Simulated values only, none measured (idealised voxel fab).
A process module follows: voxel self aligned contacts.
290 nm wide, 5 nm square cells: that's cross-section cut.
How to read a cross-section here: the picture is a grid of square cells, written as bands going from the top down, and any band can span one or more rows of cells. Heights first: top, then bottom, in nm. Then materials, left to right, each with a width in nm. "full width" on a single material: fills the band edge to edge. "air": empty space. Ref level 0: as-received wafer is one material below here. Bottom band extends down with no lower bound ("0 down"). Quick explanation for "30..40": the width changes in equal steps down the rows of cells, from the first number in the band's top row to the second number in its bottom row. A step reported as "nothing got changed" is a step in which no cell of the cross-section changed. Any empty space of 8 cells or more lacking an open way to the top shows up in "Cavities, sealed" as width x height at distance, distance from the left edge, in nm. The remark found on a step's line after its settings is issued by the simulator itself and pertains to that step. What "overlay nm" on a step's line means: if the step has a mask, that mask lay this far to the right of its planned place, or, when the value is negative, to the left.
[The steps planned for the process are as follows]
| 1 | op RECEIVE | material Si |
| 2 | op CONFORMAL_DEP | material SiO2 | thk nm 5 |
| 3 | op DIRECTIONAL_DEP | material polySi | thk nm 25 |
| 4 | op DIRECTIONAL_DEP | material SiN | thk nm 20 |
| 5 | op DIRECTIONAL_DEP | material aC | thk nm 10 |
| 6 | op PATTERN | tone cover | mask id GATE | material resist | width nm 35 | pitch nm 60 | thk nm 25 | overlay nm 0 |
| 7 | op DIRECTIONAL_ETCH | etch materials aC | depth nm 10 |
| 8 | op STRIP | etch materials resist |
| 9 | op DIRECTIONAL_ETCH | etch materials SiN | depth nm 20 |
| 10 | op DIRECTIONAL_ETCH | etch materials polySi | depth nm 25 |
| 11 | op STRIP | etch materials aC |
| 12 | op CONFORMAL_DEP | material SiN | thk nm 5 |
| 13 | op DIRECTIONAL_ETCH | etch materials SiN | depth nm 5 |
| 14 | op FILL_DEP | material SiO2 | thk nm 10 |
| 15 | op CMP | height nm 55 |
| 16 | op MASKED_ETCH | tone open | mask id CONTACT | width nm 35 | etch materials SiO2 | depth nm 55 | overlay nm 0 |
| 17 | op CONFORMAL_DEP | material TiN | thk nm 5 |
| 18 | op FILL_DEP | material W | thk nm 5 |
| 19 | op CMP | height nm 55 |
| 20 | op CONFORMAL_DEP | material SiN | thk nm 5 |
[Wafer at receipt (post step 1), cross-section]
> 0 down | Si full width
> Cavities, sealed: none
[Cross-section, end of module. Start: as above. Plan: as above. Execution: one mistake]
> 60 to 55 | SiN full width
> 55 to 35 | SiO2=90; SiN=5; polySi=35; SiN=5; TiN=5; W=5; TiN=5; SiN=5; polySi=35; SiN=5; SiO2=95
> 35 to 30 | SiO2=90; SiN=5; polySi=35; SiN=5; TiN=15; SiN=5; polySi=35; SiN=5; SiO2=95
> 30 to 5 | polySi full width
> 5 to 0 | SiO2 full width
> 0 down | Si full width
> Cavities, sealed: none
Processing error: step 3 of the plan saw execution twice
